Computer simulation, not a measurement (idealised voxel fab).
You're looking at the process module voxel self aligned contacts.
FYI the section here is cut, 180 nm wide, cells are 5 nm squares.
Cross-section format: a grid of square cells, given as bands from top to bottom; each band is one or more rows of cells. A band entry consists of two parts. The first gives the height of the band's top and the height of its bottom, in nm. The rest lists the band's materials from left to right, each with its width in nm. A single material labelled with the word "throughout" fills the band from edge to edge, and the word "blank" marks empty space. Basically, 0 is our baseline, since under it the wafer straight out of the box is all one material. The bottom band has no lower end and keeps on going down, so it looks like "0 -> down". A two-number width, for instance "30..40", indicates that the width is equal to the first number in the top row of the band and to the second number in the bottom row, and that it changes by a constant amount per row of cells. Key: "left unchanged" - step with no changed cell in the cross-section. In "Tabulated closed voids" the enclosed voids are listed, meaning empty spaces of 8 cells or larger without any opening to the top. The form is width x height at distance, distance from the left edge, units nm. after a step's settings: what the simulator itself notes on the step. "overlay nm" on a masked step: distance the mask lay right of its planned place, negative for left.
So here's the lineup of process steps we planned
1. RECEIVE [material Si]
2. CONFORMAL_DEP [material SiO2] [thk nm 5]
3. DIRECTIONAL_DEP [material polySi] [thk nm 20]
4. DIRECTIONAL_DEP [material SiN] [thk nm 20]
5. MASKED_ETCH [tone cover] [mask id GATE] [width nm 30] [pitch nm 75] [etch materials SiN] [depth nm 20] [overlay nm 0]
6. MASKED_ETCH [tone cover] [mask id GATE] [width nm 30] [pitch nm 75] [etch materials polySi] [depth nm 20] [overlay nm 0]
7. CONFORMAL_DEP [material SiN] [thk nm 10]
8. DIRECTIONAL_ETCH [etch materials SiN] [depth nm 10]
9. FILL_DEP [material SiO2] [thk nm 10]
10. CMP [height nm 50]
11. PATTERN [tone open] [mask id CONTACT] [material resist] [width nm 55] [thk nm 20] [overlay nm 0]
12. DIRECTIONAL_ETCH [etch materials SiO2] [depth nm 50]
13. STRIP [etch materials resist]
14. CONFORMAL_DEP [material TiN] [thk nm 5]
15. FILL_DEP [material Ru] [thk nm 5]
16. CMP [height nm 50]
17. CONFORMAL_DEP [material SiCN] [thk nm 5]
So, the first of our two wafers, run just as we planned it
Wafer at receipt (post step 1), cross-section
    0 -> down: Si throughout
    Tabulated closed voids: none
You're looking at a cross-section of the wafer after step 2
    5 -> 0: SiO2 throughout
    Heights below 0 show no change.
You're looking at a cross-section of the wafer after step 3
    25 -> 5: polySi throughout
    Heights below 5 show no change.
You're looking at a cross-section of the wafer after step 4
    45 -> 25: SiN throughout
    Heights below 25 show no change.
You're looking at a cross-section of the wafer after step 5
    45 -> 25: blank: 35, then SiN: 30, then blank: 45, then SiN: 30, then blank: 40
    Heights below 25 show no change.
You're looking at a cross-section of the wafer after step 6
    45 -> 25: blank: 35, then SiN: 30, then blank: 45, then SiN: 30, then blank: 40
    25 -> 5: blank: 35, then polySi: 30, then blank: 45, then polySi: 30, then blank: 40
    Heights below 5 show no change.
You're looking at a cross-section of the wafer after step 7
    55 -> 25: blank: 25, then SiN: 50, then blank: 25, then SiN: 50, then blank: 30
    25 -> 15: blank: 25, then SiN: 10, then polySi: 30, then SiN: 10, then blank: 25, then SiN: 10, then polySi: 30, then SiN: 10, then blank: 30
    15 -> 5: SiN: 35, then polySi: 30, then SiN: 45, then polySi: 30, then SiN: 40
    Heights below 5 show no change.
You're looking at a cross-section of the wafer after step 8
    45 -> 25: blank: 25, then SiN: 50, then blank: 25, then SiN: 50, then blank: 30
    25 -> 5: blank: 25, then SiN: 10, then polySi: 30, then SiN: 10, then blank: 25, then SiN: 10, then polySi: 30, then SiN: 10, then blank: 30
    Heights below 5 show no change.
You're looking at a cross-section of the wafer after step 9
    55 -> 45: SiO2 throughout
    45 -> 25: SiO2: 25, then SiN: 50, then SiO2: 25, then SiN: 50, then SiO2: 30
    25 -> 5: SiO2: 25, then SiN: 10, then polySi: 30, then SiN: 10, then SiO2: 25, then SiN: 10, then polySi: 30, then SiN: 10, then SiO2: 30
    Heights below 5 show no change.
You're looking at a cross-section of the wafer after step 10
    50 -> 45: SiO2 throughout
    Heights below 45 show no change.
You're looking at a cross-section of the wafer after step 11
    70 -> 50: resist: 60, then blank: 55, then resist: 65
    Heights below 50 show no change.
You're looking at a cross-section of the wafer after step 12
    70 -> 50: resist: 60, then blank: 55, then resist: 65
    50 -> 45: SiO2: 60, then blank: 55, then SiO2: 65
    45 -> 25: SiO2: 25, then SiN: 50, then blank: 25, then SiN: 50, then SiO2: 30
    25 -> 5: SiO2: 25, then SiN: 10, then polySi: 30, then SiN: 10, then blank: 25, then SiN: 10, then polySi: 30, then SiN: 10, then SiO2: 30
    5 -> 0: SiO2: 75, then blank: 25, then SiO2: 80
    Heights below 0 show no change.
You're looking at a cross-section of the wafer after step 13
    50 -> 45: SiO2: 60, then blank: 55, then SiO2: 65
    Heights below 45 show no change.
You're looking at a cross-section of the wafer after step 14
    55 -> 50: TiN: 65, then blank: 45, then TiN: 70
    50 -> 45: SiO2: 60, then TiN: 20, then blank: 15, then TiN: 20, then SiO2: 65
    45 -> 25: SiO2: 25, then SiN: 50, then TiN: 5, then blank: 15, then TiN: 5, then SiN: 50, then SiO2: 30
    25 -> 5: SiO2: 25, then SiN: 10, then polySi: 30, then SiN: 10, then TiN: 5, then blank: 15, then TiN: 5, then SiN: 10, then polySi: 30, then SiN: 10, then SiO2: 30
    5 -> 0: SiO2: 75, then TiN: 25, then SiO2: 80
    Heights below 0 show no change.
You're looking at a cross-section of the wafer after step 15
    60 -> 55: Ru throughout
    55 -> 50: TiN: 65, then Ru: 45, then TiN: 70
    50 -> 45: SiO2: 60, then TiN: 20, then Ru: 15, then TiN: 20, then SiO2: 65
    45 -> 25: SiO2: 25, then SiN: 50, then TiN: 5, then Ru: 15, then TiN: 5, then SiN: 50, then SiO2: 30
    25 -> 5: SiO2: 25, then SiN: 10, then polySi: 30, then SiN: 10, then TiN: 5, then Ru: 15, then TiN: 5, then SiN: 10, then polySi: 30, then SiN: 10, then SiO2: 30
    Heights below 5 show no change.
You're looking at a cross-section of the wafer after step 16
    50 -> 45: SiO2: 60, then TiN: 20, then Ru: 15, then TiN: 20, then SiO2: 65
    Heights below 45 show no change.
You're looking at a cross-section of the wafer after step 17
    55 -> 50: SiCN throughout
    Heights below 50 show no change.
Second Wafer (Identical Start and Plan, One Processing Error; Matches First Wafer Through Step 1)
Planned end of step 2: second wafer, cross-section: left unchanged
Planned end of step 3: second wafer, cross-section
    20 -> 0: polySi throughout
    Heights below 0 show no change.
Planned end of step 4: second wafer, cross-section
    40 -> 20: SiN throughout
    Heights below 20 show no change.
Planned end of step 5: second wafer, cross-section
    40 -> 20: blank: 35, then SiN: 30, then blank: 45, then SiN: 30, then blank: 40
    Heights below 20 show no change.
Planned end of step 6: second wafer, cross-section
    40 -> 20: blank: 35, then SiN: 30, then blank: 45, then SiN: 30, then blank: 40
    20 -> 0: blank: 35, then polySi: 30, then blank: 45, then polySi: 30, then blank: 40
    Heights below 0 show no change.
Planned end of step 7: second wafer, cross-section
    50 -> 20: blank: 25, then SiN: 50, then blank: 25, then SiN: 50, then blank: 30
    20 -> 10: blank: 25, then SiN: 10, then polySi: 30, then SiN: 10, then blank: 25, then SiN: 10, then polySi: 30, then SiN: 10, then blank: 30
    10 -> 0: SiN: 35, then polySi: 30, then SiN: 45, then polySi: 30, then SiN: 40
    Heights below 0 show no change.
Planned end of step 8: second wafer, cross-section
    40 -> 20: blank: 25, then SiN: 50, then blank: 25, then SiN: 50, then blank: 30
    20 -> 0: blank: 25, then SiN: 10, then polySi: 30, then SiN: 10, then blank: 25, then SiN: 10, then polySi: 30, then SiN: 10, then blank: 30
    Heights below 0 show no change.
Planned end of step 9: second wafer, cross-section
    50 -> 40: SiO2 throughout
    40 -> 20: SiO2: 25, then SiN: 50, then SiO2: 25, then SiN: 50, then SiO2: 30
    20 -> 0: SiO2: 25, then SiN: 10, then polySi: 30, then SiN: 10, then SiO2: 25, then SiN: 10, then polySi: 30, then SiN: 10, then SiO2: 30
    Heights below 0 show no change.
Planned end of step 10: second wafer, cross-section: left unchanged
Planned end of step 11: second wafer, cross-section
    70 -> 50: resist: 60, then blank: 55, then resist: 65
    Heights below 50 show no change.
Planned end of step 12: second wafer, cross-section
    70 -> 50: resist: 60, then blank: 55, then resist: 65
    50 -> 40: SiO2: 60, then blank: 55, then SiO2: 65
    40 -> 20: SiO2: 25, then SiN: 50, then blank: 25, then SiN: 50, then SiO2: 30
    20 -> 0: SiO2: 25, then SiN: 10, then polySi: 30, then SiN: 10, then blank: 25, then SiN: 10, then polySi: 30, then SiN: 10, then SiO2: 30
    Heights below 0 show no change.
Planned end of step 13: second wafer, cross-section
    50 -> 40: SiO2: 60, then blank: 55, then SiO2: 65
    Heights below 40 show no change.
Planned end of step 14: second wafer, cross-section
    55 -> 50: TiN: 65, then blank: 45, then TiN: 70
    50 -> 40: SiO2: 60, then TiN: 5..20, then blank: 45..15, then TiN: 5..20, then SiO2: 65
    40 -> 20: SiO2: 25, then SiN: 50, then TiN: 5, then blank: 15, then TiN: 5, then SiN: 50, then SiO2: 30
    20 -> 5: SiO2: 25, then SiN: 10, then polySi: 30, then SiN: 10, then TiN: 5, then blank: 15, then TiN: 5, then SiN: 10, then polySi: 30, then SiN: 10, then SiO2: 30
    5 -> 0: SiO2: 25, then SiN: 10, then polySi: 30, then SiN: 10, then TiN: 25, then SiN: 10, then polySi: 30, then SiN: 10, then SiO2: 30
    Heights below 0 show no change.
Planned end of step 15: second wafer, cross-section
    60 -> 55: Ru throughout
    55 -> 50: TiN: 65, then Ru: 45, then TiN: 70
    50 -> 40: SiO2: 60, then TiN: 5..20, then Ru: 45..15, then TiN: 5..20, then SiO2: 65
    40 -> 20: SiO2: 25, then SiN: 50, then TiN: 5, then Ru: 15, then TiN: 5, then SiN: 50, then SiO2: 30
    20 -> 5: SiO2: 25, then SiN: 10, then polySi: 30, then SiN: 10, then TiN: 5, then Ru: 15, then TiN: 5, then SiN: 10, then polySi: 30, then SiN: 10, then SiO2: 30
    Heights below 5 show no change.
Planned end of step 16: second wafer, cross-section
    50 -> 40: SiO2: 60, then TiN: 5..20, then Ru: 45..15, then TiN: 5..20, then SiO2: 65
    Heights below 40 show no change.
Planned end of step 17: second wafer, cross-section
    55 -> 50: SiCN throughout
    Heights below 50 show no change.
Here's what went sideways: step 2 of the plan never got run, it was skipped over
The final cell counts differ between the wafers, with the second having more or fewer of some materials than the first: +6 Ru | -6 SiO2
